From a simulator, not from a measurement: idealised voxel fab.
Title: Process Module voxel transistor to metal
Displayed cross-section: cut, width of 155 nm, square cells sized 5 nm.
Cross-section layout: square cells on a grid; listed as bands, top to bottom; a band spans one or more cell rows.
Basically the band line says how high the top is and how high the bottom is, in nm, and then what's in it from left to right, every material with its width in nm. Empty space shows up as "blank", and if a single material carries "throughout" it runs the full band edge to edge.
Beneath 0, the wafer as received is one material, and that level is where height counting begins. The lowest band goes on downward without a bottom; it is written like "0 -> down".
A width such as "30 to 40" changes by the same amount from each row of cells to the next, from the band's top row to its bottom row.
"no alterations made" for a step: no cell of the cross-section changed in that step.
"Enclosed void inventory": empty spaces of 8 cells or more with no open way to the top, each given as width x height at distance, distance from the left edge, all in nm.
Where a step's line continues beyond its settings, the continuation is a remark by the simulator itself on that step.
Steps that use a mask can have "overlay nm" on their line. It says how far the mask sat to the right of where it was meant to be. Negative means to the left.
The planned process steps are enumerated hereunder:
1 RECEIVE | material Si
2 OXIDIZE | depth nm 5
3 CONFORMAL_DEP | material SiN | thk nm 15
4 DIRECTIONAL_DEP | material aC | thk nm 15
5 PATTERN | tone cover | mask id ACTIVE | material resist | width nm 120 | thk nm 30 | overlay nm 0
6 DIRECTIONAL_ETCH | etch materials aC | depth nm 15
7 STRIP | etch materials resist
8 DIRECTIONAL_ETCH | etch materials SiN | depth nm 15
9 DIRECTIONAL_ETCH | etch materials SiO2 | depth nm 5
10 DIRECTIONAL_ETCH | etch materials Si | depth nm 35
11 STRIP | etch materials aC
12 FILL_DEP | material SiO2 | thk nm 15
13 CMP | height nm 15
14 SELECTIVE_ETCH | etch materials SiO2 | depth nm 5
15 STRIP | etch materials SiN
16 SELECTIVE_ETCH | etch materials SiO2 | depth nm 5
17 OXIDIZE | depth nm 5
18 DIRECTIONAL_DEP | material polySi | thk nm 20
19 DIRECTIONAL_DEP | material SiCN | thk nm 10
20 MASKED_ETCH | tone cover | mask id GATE | width nm 30 | etch materials SiCN | depth nm 20 | overlay nm 0
21 MASKED_ETCH | tone cover | mask id GATE | width nm 30 | etch materials polySi | depth nm 30 | overlay nm 0
22 CONFORMAL_DEP | material SiO2 | thk nm 5
23 DIRECTIONAL_ETCH | etch materials SiO2 | depth nm 5
24 CONFORMAL_DEP | material SiN | thk nm 10
25 DIRECTIONAL_ETCH | etch materials SiN | depth nm 10
26 DIRECTIONAL_ETCH | etch materials SiO2 | depth nm 5
27 DIRECTIONAL_ETCH | etch materials Si | depth nm 15
28 EPI | material SiGe | thk nm 15
29 FILL_DEP | material SiO2 | thk nm 10
30 CMP | height nm 15
31 STRIP | etch materials polySi
32 SELECTIVE_ETCH | etch materials SiO2 | depth nm 5
33 CONFORMAL_DEP | material HfO2 | thk nm 5
34 CONFORMAL_DEP | material TiN | thk nm 5
35 FILL_DEP | material W | thk nm 10
36 CMP | height nm 10
37 DIRECTIONAL_DEP | material SiO2 | thk nm 15
38 DIRECTIONAL_DEP | material aC | thk nm 15
39 PATTERN | tone open | mask id CONTACT | material resist | width nm 20 | pitch nm 80 | thk nm 30 | overlay nm 0
40 DIRECTIONAL_ETCH | etch materials aC | depth nm 15
41 STRIP | etch materials resist
42 DIRECTIONAL_ETCH | etch materials SiO2 | depth nm 20
43 STRIP | etch materials aC
44 CONFORMAL_DEP | material TiN | thk nm 5
45 FILL_DEP | material W | thk nm 5
46 CMP | height nm 25
47 DIRECTIONAL_DEP | material TiN | thk nm 5
48 DIRECTIONAL_DEP | material W | thk nm 15
49 MASKED_ETCH | tone cover | mask id METAL_1 | width nm 20 | pitch nm 80 | etch materials W | depth nm 15 | overlay nm 0
50 MASKED_ETCH | tone cover | mask id METAL_1 | width nm 15 | pitch nm 80 | etch materials TiN | depth nm 5 | overlay nm 0
51 FILL_DEP | material SiO2 | thk nm 5
52 CMP | height nm 45
53 CONFORMAL_DEP | material SiCN | thk nm 5
Every wafer here starts from the same state; it is the step 50 width nm that distinguishes them, and the value the plan gives belongs to the first wafer.
The first of several wafers as received, shown in cross-section; this is its state after step 1:
> 0 -> down | Si throughout
> Enclosed void inventory: none
Table: wafers, a row each; end-of-module cell change per material since receipt, gain (+), loss (-); then closed voids:
width nm 15; +14 HfO2; -128 Si; +31 SiCN; +48 SiGe; +20 SiN; +243 SiO2; +38 TiN; +44 W; Enclosed void inventory: none
width nm 20; +14 HfO2; -128 Si; +31 SiCN; +48 SiGe; +20 SiN; +243 SiO2; +38 TiN; +44 W; Enclosed void inventory: none
width nm 25; +14 HfO2; -128 Si; +31 SiCN; +48 SiGe; +20 SiN; +241 SiO2; +40 TiN; +44 W; Enclosed void inventory: none
width nm 30; +14 HfO2; -128 Si; +31 SiCN; +48 SiGe; +20 SiN; +239 SiO2; +42 TiN; +44 W; Enclosed void inventory: none
width nm 35; +14 HfO2; -128 Si; +31 SiCN; +48 SiGe; +20 SiN; +237 SiO2; +44 TiN; +44 W; Enclosed void inventory: none
